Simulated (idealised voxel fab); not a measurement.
voxel ribs on slabs: a process module
The figure presents cross-section cut, which has a width of 275 nm and is divided into square cells with an edge length of 5 nm.
This document writes a cross-section as a grid whose cells are square, and gives it as bands, listed from the top down; one or more rows of cells form a band. This entry defines a band. It first specifies the height of the band's top and the height of its bottom in nm, and then specifies the band's materials from left to right, stating each material with its width in nm. The word "throughout" identifies a single material that fills the band from edge to edge, while the word "blank" identifies empty space. Below 0: as-received wafer, all one material; heights counted from there. Lowest band: no bottom, goes on down, written "from 0 down". It should be noted that a width expressed as "30->40" varies in equal increments from row to row of cells within the band, taking the value of the first number at the top row and that of the second number at the bottom row. When a step is marked "nothing got changed", none of the cells in the cross-section changed during that step. The entry "Unvented internal voids" lists the empty spaces that cover at least 8 cells and have no open path to the top. Each is written as width x height at distance, where the distance is measured from the left edge and all three values are in nm. Heads up: the bit after the settings on a step's line is the simulator's remark on that step. overlay nm: right-of-plan distance of the mask on a masked step; negative values mean left-of-plan.
### Steps in the process plan
1: RECEIVE, material Si
2: DIRECTIONAL_DEP, material SiO2, thk nm 30
3: DIRECTIONAL_DEP, material polySi, thk nm 25
4: MASKED_ETCH, tone cover, mask id RIB, width nm 15, etch materials polySi, depth nm 15, overlay nm 0
5: PATTERN, tone cover, mask id SLAB, material resist, width nm 75, thk nm 15, overlay nm 0
6: DIRECTIONAL_ETCH, etch materials polySi, depth nm 10
7: STRIP, etch materials resist
8: FILL_DEP, material SiO2, thk nm 25
9: CMP, height nm 75
10: DIRECTIONAL_DEP, material W, thk nm 5
11: DIRECTIONAL_DEP, material aC, thk nm 5
12: PATTERN, tone cover, mask id HEATER, material resist, width nm 25, thk nm 30, overlay nm 0
13: DIRECTIONAL_ETCH, etch materials aC, depth nm 15
14: STRIP, etch materials resist
15: DIRECTIONAL_ETCH, etch materials W, depth nm 5
16: STRIP, etch materials aC
17: CONFORMAL_DEP, material SiO2, thk nm 10
varied across the wafers: thk nm of step 11. The plan shows the first wafer's value. All wafers start alike
### first wafer as received, after step 1
* from 0 down = Si throughout
* Unvented internal voids: none
### Cross-section, first of several wafers, end of module, after last step 17
* from 90 to 85 = blank 115; SiO2 45; blank 115
* from 85 to 80 = SiO2 throughout
* from 80 to 75 = SiO2 125; W 25; SiO2 125
* from 75 to 55 = SiO2 throughout
* from 55 to 40 = SiO2 130; polySi 15; SiO2 130
* from 40 to 30 = SiO2 100; polySi 75; SiO2 100
* from 30 to 0 = SiO2 throughout
* from 0 down = Si throughout
* Unvented internal voids: none
### The module's end: a cross-section of the last wafer
* from 90 to 80 = SiO2 throughout
* from 80 to 75 = W throughout
* from 75 to 55 = SiO2 throughout
* from 55 to 40 = SiO2 130; polySi 15; SiO2 130
* from 40 to 30 = SiO2 100; polySi 75; SiO2 100
* from 30 to 0 = SiO2 throughout
* from 0 down = Si throughout
* Unvented internal voids: none
### Per wafer, end of module: cells gained (+) or lost (-) per material since receipt, then closed voids
thk nm 5; +900 SiO2; +5 W; +39 polySi; Unvented internal voids: none
thk nm 10; +900 SiO2; +5 W; +39 polySi; Unvented internal voids: none
thk nm 15; +900 SiO2; +5 W; +39 polySi; Unvented internal voids: none
thk nm 20; +896 SiO2; +55 W; +39 polySi; Unvented internal voids: none
thk nm 25; +896 SiO2; +55 W; +39 polySi; Unvented internal voids: none
thk nm 30; +896 SiO2; +55 W; +39 polySi; Unvented internal voids: none
